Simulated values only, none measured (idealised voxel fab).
process module | voxel gate over fins
cross-section cut | 240 nm wide | cells 5 nm
A cross-section is a grid of square cells, given in bands from the top down. A band is one or more rows of cells.
Each band's line starts with the height of the band's top and of its bottom, in nm. Then come its materials from left to right, each with its width in nm. One material with "throughout" fills the band from edge to edge. "air" is empty space.
Height 0 is the level under which the wafer as received is all one material. The lowest band goes on downwards, as in "0 down".
A width such as "30 to 40" changes by the same amount from each row of cells to the next, from the band's top row to its bottom row.
"no change" after a step means that no cell of the cross-section changed.
closed voids: empty space of 8 cells or more with no open way to the top, each as width x height at its distance from the left edge, in nm
after a step's settings: what the simulator itself notes on the step
overlay nm, on a step with a mask: how far to the right of its planned place the mask lay; to the left if negative
plan
1 op RECEIVE | material Si
2 op CONFORMAL_DEP | material SiN | thk nm 10
3 op PATTERN | tone cover | mask id FINS | material resist | width nm 15 | pitch nm 35 | thk nm 15 | overlay nm 0
4 op DIRECTIONAL_ETCH | etch materials SiN | depth nm 10
5 op DIRECTIONAL_ETCH | etch materials Si | depth nm 40
6 op STRIP | etch materials resist
7 op FILL_DEP | material SiO2 | thk nm 10
8 op CMP | height nm 10
9 op SELECTIVE_ETCH | etch materials SiO2 | depth nm 20
10 op STRIP | etch materials SiN
11 op CONFORMAL_DEP | material HfO2 | thk nm 5
12 op CONFORMAL_DEP | material TiN | thk nm 5
13 op CONFORMAL_DEP | material TiAl | thk nm 5
14 op CONFORMAL_DEP | material TiN | thk nm 5
15 op FILL_DEP | material W | thk nm 10
16 op CMP | height nm 25
17 op CONFORMAL_DEP | material SiCN | thk nm 10
as received, after step 1
  0 down: Si throughout
  closed voids: none
a wafer at the end: this start, this plan, one mistake
  25 to 15: SiCN throughout
  15 to 10: W 55 | TiN 5 | TiAl 115 | TiN 5 | W 60
  10 to 5: TiN 60 | TiAl 5 | TiN 105 | TiAl 5 | TiN 65
  5 to 0: TiAl 65 | TiN 5 | HfO2 25 | TiN 10 | HfO2 25 | TiN 10 | HfO2 25 | TiN 5 | TiAl 70
  0 to -5: TiN 70 | HfO2 5 | Si 15 | HfO2 5 | TiN 10 | HfO2 5 | Si 15 | HfO2 5 | TiN 10 | HfO2 5 | Si 15 | HfO2 5 | TiN 75
  -5 to -10: HfO2 75 | Si 15 | HfO2 20 | Si 15 | HfO2 20 | Si 15 | HfO2 80
  -10 to -40: SiO2 75 | Si 15 | SiO2 20 | Si 15 | SiO2 20 | Si 15 | SiO2 80
  -40 down: Si throughout
  closed voids: none
what went wrong: step 16 ran as: op CMP | height nm 15
